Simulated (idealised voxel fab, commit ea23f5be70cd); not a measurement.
Process module, titled voxel gate over fins
250 nm wide, 5 nm square cells: that's cross-section cut.
Think of the cross-section as a grid of square cells. We describe it in bands, top to bottom, and each band covers one or more rows of those cells.
Within each band entry, the heights of the top and of the bottom of the band appear first, in that order and in nm; the materials of the band then follow from left to right, each with its corresponding width in nm. The designation "edge to edge" on a single material indicates that it fills the band from edge to edge; the designation "empty" indicates empty space.
Where do heights start? At 0: under that level the wafer as delivered is made of one material only. And the lowest band has no floor; it just carries on downward, as in "0 nm and below".
A width given as "30->40" starts at the first number in the band's top row and ends at the second number in its bottom row, shifting by an equal amount at every step from row to row.
The designation "nothing altered", where it is given for a processing step, indicates that no cell of the cross-section was altered in the course of that step.
Empty spaces counting at least 8 cells and having no open way to the top are listed in "Enclosed cavity list". The notation width x height at distance is used for each, the distance being from the left edge and all three values in nm.
Heads up: the bit after the settings on a step's line is the simulator's remark on that step.
overlay nm: on a step with a mask, how far right of its planned place the mask lay; negative means left.

**List of planned process steps**
1,RECEIVE: material Si
2,CONFORMAL_DEP: material SiN, thk nm 10
3,PATTERN: tone cover, mask id FINS, material resist, width nm 15, pitch nm 50, thk nm 20, overlay nm 0
4,DIRECTIONAL_ETCH: etch materials SiN, depth nm 10
5,DIRECTIONAL_ETCH: etch materials Si, depth nm 30
6,STRIP: etch materials resist
7,FILL_DEP: material SiO2, thk nm 5
8,CMP: height nm 10
9,MASKED_ETCH: tone open, mask id RAIL, width nm 15, etch materials SiO2, depth nm 35, overlay nm 0
10,CONFORMAL_DEP: material TiN, thk nm 5
11,FILL_DEP: material W, thk nm 10
12,CMP: height nm 10
13,SELECTIVE_ETCH: etch materials W Ru TiN, depth nm 30
14,FILL_DEP: material SiO2, thk nm 5
15,CMP: height nm 10
16,SELECTIVE_ETCH: etch materials SiO2, depth nm 25
17,STRIP: etch materials SiN
18,CONFORMAL_DEP: material HfO2, thk nm 5
19,CONFORMAL_DEP: material TiN, thk nm 5
20,CONFORMAL_DEP: material TiAl, thk nm 5
21,CONFORMAL_DEP: material TiN, thk nm 5
22,FILL_DEP: material W, thk nm 15
23,CMP: height nm 30
24,CONFORMAL_DEP: material SiCN, thk nm 5

**What follows covers the first of two wafers; it ran as planned**

**Cross-section of the wafer as it came to us, i.e., already through step 1**
  0 nm and below  Si edge to edge
  Enclosed cavity list: none

**How the wafer stands in section after step 2**
  10 nm to 0 nm  SiN edge to edge
  Whatever lies below 0 is exactly as it was before.

**How the wafer stands in section after step 3**
  30 nm to 10 nm  empty: 65 / resist: 15 / empty: 35 / resist: 15 / empty: 35 / resist: 15 / empty: 70
  Whatever lies below 10 is exactly as it was before.

**How the wafer stands in section after step 4**
  30 nm to 10 nm  empty: 65 / resist: 15 / empty: 35 / resist: 15 / empty: 35 / resist: 15 / empty: 70
  10 nm to 0 nm  empty: 65 / SiN: 15 / empty: 35 / SiN: 15 / empty: 35 / SiN: 15 / empty: 70
  Whatever lies below 0 is exactly as it was before.

**How the wafer stands in section after step 5**
  30 nm to 10 nm  empty: 65 / resist: 15 / empty: 35 / resist: 15 / empty: 35 / resist: 15 / empty: 70
  10 nm to 0 nm  empty: 65 / SiN: 15 / empty: 35 / SiN: 15 / empty: 35 / SiN: 15 / empty: 70
  0 nm to -30 nm  empty: 65 / Si: 15 / empty: 35 / Si: 15 / empty: 35 / Si: 15 / empty: 70
  Whatever lies below -30 is exactly as it was before.

**How the wafer stands in section after step 6**
  10 nm to 0 nm  empty: 65 / SiN: 15 / empty: 35 / SiN: 15 / empty: 35 / SiN: 15 / empty: 70
  Whatever lies below 0 is exactly as it was before.

**How the wafer stands in section after step 7**
  15 nm to 10 nm  SiO2 edge to edge
  10 nm to 0 nm  SiO2: 65 / SiN: 15 / SiO2: 35 / SiN: 15 / SiO2: 35 / SiN: 15 / SiO2: 70
  0 nm to -30 nm  SiO2: 65 / Si: 15 / SiO2: 35 / Si: 15 / SiO2: 35 / Si: 15 / SiO2: 70
  Whatever lies below -30 is exactly as it was before.

**How the wafer stands in section after step 8**
  10 nm to 0 nm  SiO2: 65 / SiN: 15 / SiO2: 35 / SiN: 15 / SiO2: 35 / SiN: 15 / SiO2: 70
  Whatever lies below 0 is exactly as it was before.

**How the wafer stands in section after step 9**
  10 nm to 0 nm  SiO2: 65 / SiN: 15 / SiO2: 10 / empty: 15 / SiO2: 10 / SiN: 15 / SiO2: 35 / SiN: 15 / SiO2: 70
  0 nm to -25 nm  SiO2: 65 / Si: 15 / SiO2: 10 / empty: 15 / SiO2: 10 / Si: 15 / SiO2: 35 / Si: 15 / SiO2: 70
  Whatever lies below -25 is exactly as it was before.

**How the wafer stands in section after step 10**
  15 nm to 10 nm  TiN: 95 / empty: 5 / TiN: 150
  10 nm to 0 nm  SiO2: 65 / SiN: 15 / SiO2: 10 / TiN: 5 / empty: 5 / TiN: 5 / SiO2: 10 / SiN: 15 / SiO2: 35 / SiN: 15 / SiO2: 70
  0 nm to -20 nm  SiO2: 65 / Si: 15 / SiO2: 10 / TiN: 5 / empty: 5 / TiN: 5 / SiO2: 10 / Si: 15 / SiO2: 35 / Si: 15 / SiO2: 70
  -20 nm to -25 nm  SiO2: 65 / Si: 15 / SiO2: 10 / TiN: 15 / SiO2: 10 / Si: 15 / SiO2: 35 / Si: 15 / SiO2: 70
  Whatever lies below -25 is exactly as it was before.

**How the wafer stands in section after step 11**
  25 nm to 15 nm  W edge to edge
  15 nm to 10 nm  TiN: 95 / W: 5 / TiN: 150
  10 nm to 0 nm  SiO2: 65 / SiN: 15 / SiO2: 10 / TiN: 5 / W: 5 / TiN: 5 / SiO2: 10 / SiN: 15 / SiO2: 35 / SiN: 15 / SiO2: 70
  0 nm to -20 nm  SiO2: 65 / Si: 15 / SiO2: 10 / TiN: 5 / W: 5 / TiN: 5 / SiO2: 10 / Si: 15 / SiO2: 35 / Si: 15 / SiO2: 70
  Whatever lies below -20 is exactly as it was before.

**How the wafer stands in section after step 12**
  10 nm to 0 nm  SiO2: 65 / SiN: 15 / SiO2: 10 / TiN: 5 / W: 5 / TiN: 5 / SiO2: 10 / SiN: 15 / SiO2: 35 / SiN: 15 / SiO2: 70
  Whatever lies below 0 is exactly as it was before.

**How the wafer stands in section after step 13**
  10 nm to 0 nm  SiO2: 65 / SiN: 15 / SiO2: 10 / empty: 15 / SiO2: 10 / SiN: 15 / SiO2: 35 / SiN: 15 / SiO2: 70
  0 nm to -20 nm  SiO2: 65 / Si: 15 / SiO2: 10 / empty: 15 / SiO2: 10 / Si: 15 / SiO2: 35 / Si: 15 / SiO2: 70
  Whatever lies below -20 is exactly as it was before.

**How the wafer stands in section after step 14**
  15 nm to 10 nm  SiO2 edge to edge
  10 nm to 0 nm  SiO2: 65 / SiN: 15 / SiO2: 35 / SiN: 15 / SiO2: 35 / SiN: 15 / SiO2: 70
  0 nm to -20 nm  SiO2: 65 / Si: 15 / SiO2: 35 / Si: 15 / SiO2: 35 / Si: 15 / SiO2: 70
  Whatever lies below -20 is exactly as it was before.

**How the wafer stands in section after step 15**
  10 nm to 0 nm  SiO2: 65 / SiN: 15 / SiO2: 35 / SiN: 15 / SiO2: 35 / SiN: 15 / SiO2: 70
  Whatever lies below 0 is exactly as it was before.

**How the wafer stands in section after step 16**
  10 nm to 0 nm  empty: 65 / SiN: 15 / empty: 35 / SiN: 15 / empty: 35 / SiN: 15 / empty: 70
  0 nm to -15 nm  empty: 65 / Si: 15 / empty: 35 / Si: 15 / empty: 35 / Si: 15 / empty: 70
  Whatever lies below -15 is exactly as it was before.

**How the wafer stands in section after step 17**
  0 nm to -15 nm  empty: 65 / Si: 15 / empty: 35 / Si: 15 / empty: 35 / Si: 15 / empty: 70
  Whatever lies below -15 is exactly as it was before.

**How the wafer stands in section after step 18**
  5 nm to 0 nm  empty: 60 / HfO2: 25 / empty: 25 / HfO2: 25 / empty: 25 / HfO2: 25 / empty: 65
  0 nm to -10 nm  empty: 60 / HfO2: 5 / Si: 15 / HfO2: 5 / empty: 25 / HfO2: 5 / Si: 15 / HfO2: 5 / empty: 25 / HfO2: 5 / Si: 15 / HfO2: 5 / empty: 65
  -10 nm to -15 nm  HfO2: 65 / Si: 15 / HfO2: 35 / Si: 15 / HfO2: 35 / Si: 15 / HfO2: 70
  Whatever lies below -15 is exactly as it was before.

**How the wafer stands in section after step 19**
  10 nm to 5 nm  empty: 55 / TiN: 35 / empty: 15 / TiN: 35 / empty: 15 / TiN: 35 / empty: 60
  5 nm to 0 nm  empty: 55 / TiN: 5 / HfO2: 25 / TiN: 5 / empty: 15 / TiN: 5 / HfO2: 25 / TiN: 5 / empty: 15 / TiN: 5 / HfO2: 25 / TiN: 5 / empty: 60
  0 nm to -5 nm  empty: 55 / TiN: 5 / HfO2: 5 / Si: 15 / HfO2: 5 / TiN: 5 / empty: 15 / TiN: 5 / HfO2: 5 / Si: 15 / HfO2: 5 / TiN: 5 / empty: 15 / TiN: 5 / HfO2: 5 / Si: 15 / HfO2: 5 / TiN: 5 / empty: 60
  -5 nm to -10 nm  TiN: 60 / HfO2: 5 / Si: 15 / HfO2: 5 / TiN: 25 / HfO2: 5 / Si: 15 / HfO2: 5 / TiN: 25 / HfO2: 5 / Si: 15 / HfO2: 5 / TiN: 65
  Whatever lies below -10 is exactly as it was before.

**How the wafer stands in section after step 20**
  15 nm to 10 nm  empty: 50 / TiAl: 45 / empty: 5 / TiAl: 45 / empty: 5 / TiAl: 45 / empty: 55
  10 nm to 5 nm  empty: 50 / TiAl: 5 / TiN: 35 / TiAl: 5 / empty: 5 / TiAl: 5 / TiN: 35 / TiAl: 5 / empty: 5 / TiAl: 5 / TiN: 35 / TiAl: 5 / empty: 55
  5 nm to 0 nm  empty: 50 / TiAl: 5 / TiN: 5 / HfO2: 25 / TiN: 5 / TiAl: 5 / empty: 5 / TiAl: 5 / TiN: 5 / HfO2: 25 / TiN: 5 / TiAl: 5 / empty: 5 / TiAl: 5 / TiN: 5 / HfO2: 25 / TiN: 5 / TiAl: 5 / empty: 55
  0 nm to -5 nm  TiAl: 55 / TiN: 5 / HfO2: 5 / Si: 15 / HfO2: 5 / TiN: 5 / TiAl: 15 / TiN: 5 / HfO2: 5 / Si: 15 / HfO2: 5 / TiN: 5 / TiAl: 15 / TiN: 5 / HfO2: 5 / Si: 15 / HfO2: 5 / TiN: 5 / TiAl: 60
  Whatever lies below -5 is exactly as it was before.

**How the wafer stands in section after step 21**
  20 nm to 15 nm  empty: 45 / TiN: 155 / empty: 50
  15 nm to 10 nm  empty: 45 / TiN: 5 / TiAl: 45 / TiN: 5 / TiAl: 45 / TiN: 5 / TiAl: 45 / TiN: 5 / empty: 50
  10 nm to 5 nm  empty: 45 / TiN: 5 / TiAl: 5 / TiN: 35 / TiAl: 5 / TiN: 5 / TiAl: 5 / TiN: 35 / TiAl: 5 / TiN: 5 / TiAl: 5 / TiN: 35 / TiAl: 5 / TiN: 5 / empty: 50
  5 nm to 0 nm  TiN: 50 / TiAl: 5 / TiN: 5 / HfO2: 25 / TiN: 5 / TiAl: 5 / TiN: 5 / TiAl: 5 / TiN: 5 / HfO2: 25 / TiN: 5 / TiAl: 5 / TiN: 5 / TiAl: 5 / TiN: 5 / HfO2: 25 / TiN: 5 / TiAl: 5 / TiN: 55
  Whatever lies below 0 is exactly as it was before.

**How the wafer stands in section after step 22**
  35 nm to 20 nm  W edge to edge
  20 nm to 15 nm  W: 45 / TiN: 155 / W: 50
  15 nm to 10 nm  W: 45 / TiN: 5 / TiAl: 45 / TiN: 5 / TiAl: 45 / TiN: 5 / TiAl: 45 / TiN: 5 / W: 50
  10 nm to 5 nm  W: 45 / TiN: 5 / TiAl: 5 / TiN: 35 / TiAl: 5 / TiN: 5 / TiAl: 5 / TiN: 35 / TiAl: 5 / TiN: 5 / TiAl: 5 / TiN: 35 / TiAl: 5 / TiN: 5 / W: 50
  Whatever lies below 5 is exactly as it was before.

**How the wafer stands in section after step 23**
  30 nm to 20 nm  W edge to edge
  Whatever lies below 20 is exactly as it was before.

**How the wafer stands in section after step 24**
  35 nm to 30 nm  SiCN edge to edge
  Whatever lies below 30 is exactly as it was before.

**It is to be noted that the second wafer proceeded from the same initial state and according to the same plan as the first, although one mistake was committed in its execution; through step 1, inclusive, the two wafers share an identical history**

**What the second wafer looks like in cross-section when step 2 should have wrapped up**
  10 nm to 0 nm  HfO2 edge to edge
  Whatever lies below 0 is exactly as it was before.

**What the second wafer looks like in cross-section when step 3 should have wrapped up**
  30 nm to 10 nm  empty: 65 / resist: 15 / empty: 35 / resist: 15 / empty: 35 / resist: 15 / empty: 70
  Whatever lies below 10 is exactly as it was before.

What the second wafer looks like in cross-section when step 4 should have wrapped up: nothing altered

What the second wafer looks like in cross-section when step 5 should have wrapped up: nothing altered

**What the second wafer looks like in cross-section when step 6 should have wrapped up**
  10 nm to 0 nm  HfO2 edge to edge
  Whatever lies below 0 is exactly as it was before.

**What the second wafer looks like in cross-section when step 7 should have wrapped up**
  15 nm to 10 nm  SiO2 edge to edge
  Whatever lies below 10 is exactly as it was before.

**What the second wafer looks like in cross-section when step 8 should have wrapped up**
  10 nm to 0 nm  HfO2 edge to edge
  Whatever lies below 0 is exactly as it was before.

What the second wafer looks like in cross-section when step 9 should have wrapped up: nothing altered

**What the second wafer looks like in cross-section when step 10 should have wrapped up**
  15 nm to 10 nm  TiN edge to edge
  Whatever lies below 10 is exactly as it was before.

**What the second wafer looks like in cross-section when step 11 should have wrapped up**
  25 nm to 15 nm  W edge to edge
  Whatever lies below 15 is exactly as it was before.

**What the second wafer looks like in cross-section when step 12 should have wrapped up**
  10 nm to 0 nm  HfO2 edge to edge
  Whatever lies below 0 is exactly as it was before.

What the second wafer looks like in cross-section when step 13 should have wrapped up: nothing altered

**What the second wafer looks like in cross-section when step 14 should have wrapped up**
  15 nm to 10 nm  SiO2 edge to edge
  Whatever lies below 10 is exactly as it was before.

**What the second wafer looks like in cross-section when step 15 should have wrapped up**
  10 nm to 0 nm  HfO2 edge to edge
  Whatever lies below 0 is exactly as it was before.

What the second wafer looks like in cross-section when step 16 should have wrapped up: nothing altered

What the second wafer looks like in cross-section when step 17 should have wrapped up: nothing altered

**What the second wafer looks like in cross-section when step 18 should have wrapped up**
  15 nm to 0 nm  HfO2 edge to edge
  Whatever lies below 0 is exactly as it was before.

**What the second wafer looks like in cross-section when step 19 should have wrapped up**
  20 nm to 15 nm  TiN edge to edge
  Whatever lies below 15 is exactly as it was before.

**What the second wafer looks like in cross-section when step 20 should have wrapped up**
  25 nm to 20 nm  TiAl edge to edge
  Whatever lies below 20 is exactly as it was before.

**What the second wafer looks like in cross-section when step 21 should have wrapped up**
  30 nm to 25 nm  TiN edge to edge
  Whatever lies below 25 is exactly as it was before.

**What the second wafer looks like in cross-section when step 22 should have wrapped up**
  45 nm to 30 nm  W edge to edge
  Whatever lies below 30 is exactly as it was before.

**What the second wafer looks like in cross-section when step 23 should have wrapped up**
  30 nm to 25 nm  TiN edge to edge
  Whatever lies below 25 is exactly as it was before.

**What the second wafer looks like in cross-section when step 24 should have wrapped up**
  35 nm to 30 nm  SiCN edge to edge
  Whatever lies below 30 is exactly as it was before.
What was the processing mistake? rather than as planned, step 2 actually ran as CONFORMAL_DEP: material HfO2, thk nm 10
Count the cells at the end and the second wafer has more or fewer of some materials than the first: 82 more of HfO2 | 246 more of Si | 120 fewer of SiO2 | 18 fewer of TiAl | 33 fewer of TiN | 157 fewer of W
